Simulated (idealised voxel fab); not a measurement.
The following is a process module called voxel lift off.
The figure presents cross-section cut, which has a width of 190 nm and is divided into square cells with an edge length of 5 nm.
If you're reading a cross-section in this doc, picture square cells in a grid; it comes to you as bands, top ones listed first down to the bottom, and a band can be one or more rows of cells.
What a band's entry tells you: where the top is and where the bottom is, as heights in nm, and after that what lies inside, material by material from left to right, each with its width in nm. Empty space is written as the word "air", and a single material marked with the word "all across" occupies the band from edge to edge.
For the purposes of this specification, 0 denotes the height below which the wafer in its as-received condition is composed wholly of one material, and the lowermost band, lacking a lower limit, extends downward without end, as expressed in "0 -> down".
The two numbers in a width such as "30->40" mark its ends across the band: the first belongs to the top row of cells, the second to the bottom row, and from each row to the next the width moves by the same amount.
The cross-section has no changed cell in any step marked "remained unchanged".
In "Enclosed void catalog" the enclosed voids are listed, meaning empty spaces of 8 cells or larger without any opening to the top. The form is width x height at distance, distance from the left edge, units nm.
Read whatever lies past the settings on a step's line as the simulator's own remark about the step.
overlay nm: for a step with a mask, the amount by which the mask lay right of where it was planned; a negative amount means left of it.

# Process steps foreseen in the plan
1,op RECEIVE | material Si
2,op CONFORMAL_DEP | material SiN | thk nm 15
3,op PATTERN | tone open | mask id LINES | material resist | width nm 25 | pitch nm 55 | thk nm 20 | overlay nm 0
4,op DIRECTIONAL_DEP | material Ru | thk nm 5
5,op STRIP | etch materials resist
6,op CONFORMAL_DEP | material SiCN | thk nm 5

# This is the cross-section of the wafer as we received it, i.e. after step 1
- 0 -> down  Si all across
- Enclosed void catalog: none

# The cross-section shown corresponds to the wafer at the conclusion of the module. The initial structure and the process plan are those presented above; however, one mistake occurred in executing the plan
- 10 -> 5  air 20 nm | SiCN 35 nm | air 20 nm | SiCN 35 nm | air 20 nm | SiCN 35 nm | air 25 nm
- 5 -> 0  SiCN 25 nm | Ru 25 nm | SiCN 30 nm | Ru 25 nm | SiCN 30 nm | Ru 25 nm | SiCN 30 nm
- 0 -> down  Si all across
- Enclosed void catalog: none
what went wrong: plan step 2 was not performed, having been skipped
